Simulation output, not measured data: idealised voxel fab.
process module | voxel fin reveal
cross-section cut | 215 nm wide | cells 5 nm
A cross-section is a grid of square cells, given in bands from the top down. A band is one or more rows of cells.
Each band's line starts with the height of the band's top and of its bottom, in nm. Then come its materials from left to right, each with its width in nm. One material with "throughout" fills the band from edge to edge. "air" is empty space.
Height 0 is the level under which the wafer as received is all one material. The lowest band goes on downwards, as in "0 down".
A width such as "30 to 40" changes by the same amount from each row of cells to the next, from the band's top row to its bottom row.
"no change" after a step means that no cell of the cross-section changed.
closed voids: empty space of 8 cells or more with no open way to the top, each as width x height at its distance from the left edge, in nm
after a step's settings: what the simulator itself notes on the step
overlay nm, on a step with a mask: how far to the right of its planned place the mask lay; to the left if negative
plan
1 op RECEIVE | material Si
2 op CONFORMAL_DEP | material SiN | thk nm 5
3 op PATTERN | tone cover | mask id FINS | material resist | width nm 15 | pitch nm 45 | thk nm 15 | overlay nm 0
4 op DIRECTIONAL_ETCH | etch materials SiN | depth nm 5
5 op DIRECTIONAL_ETCH | etch materials Si | depth nm 30
6 op STRIP | etch materials resist
7 op FILL_DEP | material SiO2 | thk nm 10
8 op CMP | height nm 5
9 op SELECTIVE_ETCH | etch materials SiO2 | depth nm 20
10 op STRIP | etch materials SiN
as received, after step 1
  0 down: Si throughout
  closed voids: none
first wafer at the end, as planned
  0 to -15: air 75 | Si 15 | air 30 | Si 15 | air 80
  -15 to -30: SiO2 75 | Si 15 | SiO2 30 | Si 15 | SiO2 80
  -30 down: Si throughout
  closed voids: none
second wafer at the end: like start, like plan, one mistake
  0 to -15: Si 75 | air 15 | Si 30 | air 15 | Si 80
  -15 to -30: Si 75 | SiO2 15 | Si 30 | SiO2 15 | Si 80
  -30 down: Si throughout
  closed voids: none
what went wrong: step 3 ran as: op PATTERN | tone open | mask id FINS | material resist | width nm 15 | pitch nm 45 | thk nm 15 | overlay nm 0
at the end the second wafer has, in cells: 186 more of Si | 93 fewer of SiO2
